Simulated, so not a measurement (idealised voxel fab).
This is a process module. Its name is voxel self aligned vias.
Section cut is 290 nm wide and gridded with 5 nm square cells.
When this document writes out a cross-section, it uses a grid of square cells and lists it as bands, beginning at the top and moving down, with a band standing for one or more rows of cells.
The entry gives the band's vertical extent as a top height and a bottom height in nm, then its horizontal make-up as materials from left to right, each with a width in nm. "air" stands for empty space; a single material marked "everywhere" fills the band edge to edge.
Convention: height 0 is the level below which the wafer, as received, is all one material. The lowest band does not terminate at the bottom but continues downward, represented as "0 -> down".
The two numbers in a width such as "30..40" mark its ends across the band: the first belongs to the top row of cells, the second to the bottom row, and from each row to the next the width moves by the same amount.
"remains unaltered" means the step left every cell of the cross-section as it was.
"Enclosed empty spaces" means: voids of 8 cells or more that are shut off from the top with no open way through. Written width x height at distance, distance from the left edge, in nm.
Read whatever lies past the settings on a step's line as the simulator's own remark about the step.
The "overlay nm" setting may appear on a step's line; for a step that uses a mask, it gives how far to the right of its planned position the mask lay, and a negative value indicates the left.
The following list gives the planned process steps:
1) op RECEIVE | material Si
2) op CONFORMAL_DEP | material SiO2 | thk nm 15
3) op CONFORMAL_DEP | material SiCN | thk nm 5
4) op DIRECTIONAL_DEP | material SiO2 | thk nm 20
5) op MASKED_ETCH | tone open | mask id LINES | width nm 25 | pitch nm 70 | etch materials SiO2 | depth nm 20 | overlay nm 0
6) op CONFORMAL_DEP | material TiN | thk nm 5
7) op FILL_DEP | material Ru | thk nm 10
8) op CMP | height nm 40
9) op SELECTIVE_ETCH | etch materials W Ru TiN | depth nm 10
10) op FILL_DEP | material SiN | thk nm 5
11) op CMP | height nm 40
12) op DIRECTIONAL_DEP | material SiO2 | thk nm 20
13) op PATTERN | tone open | mask id VIAS | material resist | width nm 45 | thk nm 20 | overlay nm 0
14) op DIRECTIONAL_ETCH | etch materials SiO2 | depth nm 20
15) op DIRECTIONAL_ETCH | etch materials SiN | depth nm 10
16) op STRIP | etch materials resist
17) op CONFORMAL_DEP | material TiN | thk nm 5
18) op FILL_DEP | material W | thk nm 5
19) op CMP | height nm 60
20) op CONFORMAL_DEP | material SiN | thk nm 5
Cross-section of the wafer as it came to us, i.e., already through step 1:
  0 -> down: Si everywhere
  Enclosed empty spaces: none
Final cross-section, module run with one mistake (start and plan as above):
  65 -> 60: SiN everywhere
  60 -> 45: SiO2: 95 / TiN: 5 / W: 35 / TiN: 5 / SiO2: 150
  45 -> 40: SiO2: 95 / TiN: 5 / W: 15 / TiN: 25 / SiO2: 150
  40 -> 35: SiO2: 95 / TiN: 5 / W: 15 / TiN: 5 / SiO2: 45 / SiN: 25 / SiO2: 100
  35 -> 30: SiO2: 95 / TiN: 25 / SiO2: 45 / SiN: 25 / SiO2: 100
  30 -> 25: SiO2: 95 / TiN: 5 / Ru: 15 / TiN: 5 / SiO2: 45 / TiN: 5 / Ru: 15 / TiN: 5 / SiO2: 100
  25 -> 20: SiO2: 95 / TiN: 25 / SiO2: 45 / TiN: 25 / SiO2: 100
  20 -> 15: SiCN everywhere
  15 -> 0: SiO2 everywhere
  0 -> down: Si everywhere
  Enclosed empty spaces: none
Plan not followed: step 13 off recipe, ran as op PATTERN | tone open | mask id VIAS | material resist | width nm 45 | thk nm 20 | overlay nm 10
